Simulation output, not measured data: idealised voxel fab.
Presented below is a process module, voxel self aligned vias.
FYI the section here is cut, 270 nm wide, cells are 5 nm squares.
In this document a cross-section is written as a grid of square cells. It is given as a series of bands, listed from the top down, and a band is one or more rows of cells.
Band entry format. Leading values: height of top, height of bottom, nm. Remainder: materials in left-to-right order, each with its width in nm. Special words: "all across" on a single material, which then fills the band edge to edge; "empty", empty space.
Below 0: as-received wafer, all one material; heights counted from there. Lowest band: no bottom, goes on down, written "0..down".
Think of "30->40" as a width that walks from the first number to the second as you go down the band, top row to bottom row, taking equal-sized steps from row to row.
The cross-section has no changed cell in any step marked "no change occurred".
Empty spaces without an open route to the top, at least 8 cells in extent, make up the entry "Entrapped voids"; each is given as width x height at distance, where the distance is measured from the left edge, and all are in nm.
Read whatever lies past the settings on a step's line as the simulator's own remark about the step.
"overlay nm" on a masked step: distance the mask lay right of its planned place, negative for left.
The steps planned for the process are as follows
1) RECEIVE | material Si
2) CONFORMAL_DEP | material SiO2 | thk nm 15
3) CONFORMAL_DEP | material SiCN | thk nm 5
4) DIRECTIONAL_DEP | material SiO2 | thk nm 25
5) MASKED_ETCH | tone open | mask id LINES | width nm 30 | pitch nm 80 | etch materials SiO2 | depth nm 25 | overlay nm 0
6) CONFORMAL_DEP | material TiN | thk nm 5
7) FILL_DEP | material W | thk nm 10
8) CMP | height nm 45
9) SELECTIVE_ETCH | etch materials W Ru TiN | depth nm 10
10) FILL_DEP | material SiN | thk nm 10
11) CMP | height nm 45
12) DIRECTIONAL_DEP | material SiO2 | thk nm 15
13) PATTERN | tone open | mask id VIAS | material resist | width nm 50 | pitch nm 80 | thk nm 20 | overlay nm 0
14) DIRECTIONAL_ETCH | etch materials SiO2 | depth nm 15
15) DIRECTIONAL_ETCH | etch materials SiN | depth nm 10
16) STRIP | etch materials resist
17) CONFORMAL_DEP | material TiN | thk nm 5
18) FILL_DEP | material W | thk nm 10
19) CMP | height nm 60
20) CONFORMAL_DEP | material SiCN | thk nm 5
As-received state of the wafer in cross-section, equivalent to post-step 1
	0..down  Si all across
	Entrapped voids: none
Sectioned view, first of two wafers, at the close of the module, processed as intended in the plan
	65..60  SiCN all across
	60..50  SiO2 (70), then TiN (5), then W (40), then TiN (5), then SiO2 (30), then TiN (5), then W (40), then TiN (5), then SiO2 (70)
	50..40  SiO2 (70->80), then TiN (15->5), then W (20), then TiN (15->5), then SiO2 (30->50), then TiN (15->5), then W (20), then TiN (15->5), then SiO2 (70->80)
	40..35  SiO2 (80), then TiN (30), then SiO2 (50), then TiN (30), then SiO2 (80)
	35..25  SiO2 (80), then TiN (5), then W (20), then TiN (5), then SiO2 (50), then TiN (5), then W (20), then TiN (5), then SiO2 (80)
	25..20  SiO2 (80), then TiN (30), then SiO2 (50), then TiN (30), then SiO2 (80)
	20..15  SiCN all across
	15..0  SiO2 all across
	0..down  Si all across
	Entrapped voids: none
Second of two wafers, module complete, sectioned: it shares the first wafer's start and plan but was run with one mistake
	65..60  SiCN all across
	60..40  SiO2 (70), then TiN (5), then W (40), then TiN (5), then SiO2 (30), then TiN (5), then W (40), then TiN (5), then SiO2 (70)
	40..35  SiO2 (70), then TiN (50), then SiO2 (30), then TiN (50), then SiO2 (70)
	35..25  SiO2 (70->80), then TiN (15->5), then W (20), then TiN (15->5), then SiO2 (30->50), then TiN (15->5), then W (20), then TiN (15->5), then SiO2 (70->80)
	25..20  SiO2 (80), then TiN (30), then SiO2 (50), then TiN (30), then SiO2 (80)
	20..15  SiCN all across
	15..0  SiO2 all across
	0..down  Si all across
	Entrapped voids: none
Processing error: the plan had its step 14 run twice
The second wafer ends with more or fewer cells of some materials than the first, per final count: 24 fewer of SiO2 | 8 more of TiN | 16 more of W
